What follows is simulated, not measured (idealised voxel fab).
process module | voxel tone inversion
cross-section cut | 230 nm wide | cells 5 nm
A cross-section is a grid of square cells, given in bands from the top down. A band is one or more rows of cells.
Each band's line starts with the height of the band's top and of its bottom, in nm. Then come its materials from left to right, each with its width in nm. One material with "throughout" fills the band from edge to edge. "air" is empty space.
Height 0 is the level under which the wafer as received is all one material. The lowest band goes on downwards, as in "0 down".
A width such as "30 to 40" changes by the same amount from each row of cells to the next, from the band's top row to its bottom row.
"no change" after a step means that no cell of the cross-section changed.
closed voids: empty space of 8 cells or more with no open way to the top, each as width x height at its distance from the left edge, in nm
after a step's settings: what the simulator itself notes on the step
overlay nm, on a step with a mask: how far to the right of its planned place the mask lay; to the left if negative
plan
1 op RECEIVE | material Si
2 op CONFORMAL_DEP | material SiCN | thk nm 10
3 op DIRECTIONAL_DEP | material polySi | thk nm 20
4 op PATTERN | tone cover | mask id POSTS | material resist | width nm 15 | pitch nm 40 | thk nm 30 | overlay nm 0
5 op DIRECTIONAL_ETCH | etch materials polySi | depth nm 20
6 op STRIP | etch materials resist
7 op FILL_DEP | material lowk | thk nm 10
8 op CMP | height nm 30
9 op STRIP | etch materials polySi
10 op CONFORMAL_DEP | material TiN | thk nm 5
11 op FILL_DEP | material Ru | thk nm 10
12 op CMP | height nm 30
13 op CONFORMAL_DEP | material SiN | thk nm 5
as received, after step 1
  0 down: Si throughout
  closed voids: none
first wafer at the end, as planned
  35 to 30: SiN throughout
  30 to 15: lowk 65 | TiN 5 | Ru 5 | TiN 5 | lowk 25 | TiN 5 | Ru 5 | TiN 5 | lowk 25 | TiN 5 | Ru 5 | TiN 5 | lowk 70
  15 to 10: lowk 65 | TiN 15 | lowk 25 | TiN 15 | lowk 25 | TiN 15 | lowk 70
  10 to 0: SiCN throughout
  0 down: Si throughout
  closed voids: none
second wafer at the end: like start, like plan, one mistake
  35 to 30: SiN throughout
  30 to 15: lowk 55 | TiN 5 | Ru 5 | TiN 5 | lowk 25 | TiN 5 | Ru 5 | TiN 5 | lowk 25 | TiN 5 | Ru 5 | TiN 5 | lowk 80
  15 to 10: lowk 55 | TiN 15 | lowk 25 | TiN 15 | lowk 25 | TiN 15 | lowk 80
  10 to 0: SiCN throughout
  0 down: Si throughout
  closed voids: none
what went wrong: step 4 ran as: op PATTERN | tone cover | mask id POSTS | material resist | width nm 15 | pitch nm 40 | thk nm 30 | overlay nm -10
at the end the second wafer has, in cells: as many of each material as the first, in other places
